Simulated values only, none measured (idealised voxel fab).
The process module that follows is named voxel spacer lines.
Cross-sectional view cut (width: 300 nm; square cell size: 5 nm).
Each cross-section below is a grid of square cells, stated as bands in top-down order, with one or more rows of cells making up each band. For a band, the entry starts with two heights in nm, that of the top and then that of the bottom, and carries on with the band's materials in order from left to right, each alongside its width in nm; the word "everywhere" beside a single material means it fills the band edge to edge, and "air" means empty space. Zero point of the height axis is 0; under it, received wafer = one material. Lowest band: continues down indefinitely, "0 down". With a width like "30 to 40", each row of cells in the band differs from the next by the same amount, the top row carrying the first number and the bottom row the second. "nothing changed" after a step means that no cell of the cross-section changed. The label "Completely enclosed voids" introduces a list of the empty spaces, 8 cells or larger, that have no open way up to the top; each entry in it reads width x height at distance, where the distance is taken from the left edge and all three are stated in nm. Step line, after settings: the simulator's comment on this step. A step line may carry the setting "overlay nm", which, for steps involving a mask, states the distance by which the mask lay to the right of its intended position; negative values denote displacement to the left.
This section lists the process steps that were planned
| 1 | RECEIVE,material Si |
| 2 | CONFORMAL_DEP,material Al2O3,thk nm 10 |
| 3 | DIRECTIONAL_DEP,material TiN,thk nm 15 |
| 4 | DIRECTIONAL_DEP,material aC,thk nm 30 |
| 5 | PATTERN,tone cover,mask id MANDREL,material resist,width nm 20,pitch nm 60,thk nm 35,overlay nm 0 |
| 6 | DIRECTIONAL_ETCH,etch materials aC,depth nm 30 |
| 7 | STRIP,etch materials resist |
| 8 | CONFORMAL_DEP,material SiO2,thk nm 10 |
| 9 | DIRECTIONAL_ETCH,etch materials SiO2,depth nm 10 |
| 10 | STRIP,etch materials aC |
| 11 | DIRECTIONAL_ETCH,etch materials TiN,depth nm 15 |
| 12 | STRIP,etch materials SiO2 |
Wafer cross-section on receipt, i.e. after step 1
  0 down  Si everywhere
  Completely enclosed voids: none
Result of the module, cross-sectioned: start per above, plan per above, one error in how it was run
  25 to 10  65 of air / 10 of TiN / 20 of air / 10 of TiN / 20 of air / 10 of TiN / 20 of air / 10 of TiN / 20 of air / 10 of TiN / 20 of air / 10 of TiN / 75 of air
  10 to 0  Al2O3 everywhere
  0 down  Si everywhere
  Completely enclosed voids: none
Deviation noted in wafer processing: step 5 ran with different settings than intended, the actual operation and settings being PATTERN,tone cover,mask id MANDREL,material resist,width nm 20,pitch nm 60,thk nm 35,overlay nm -5
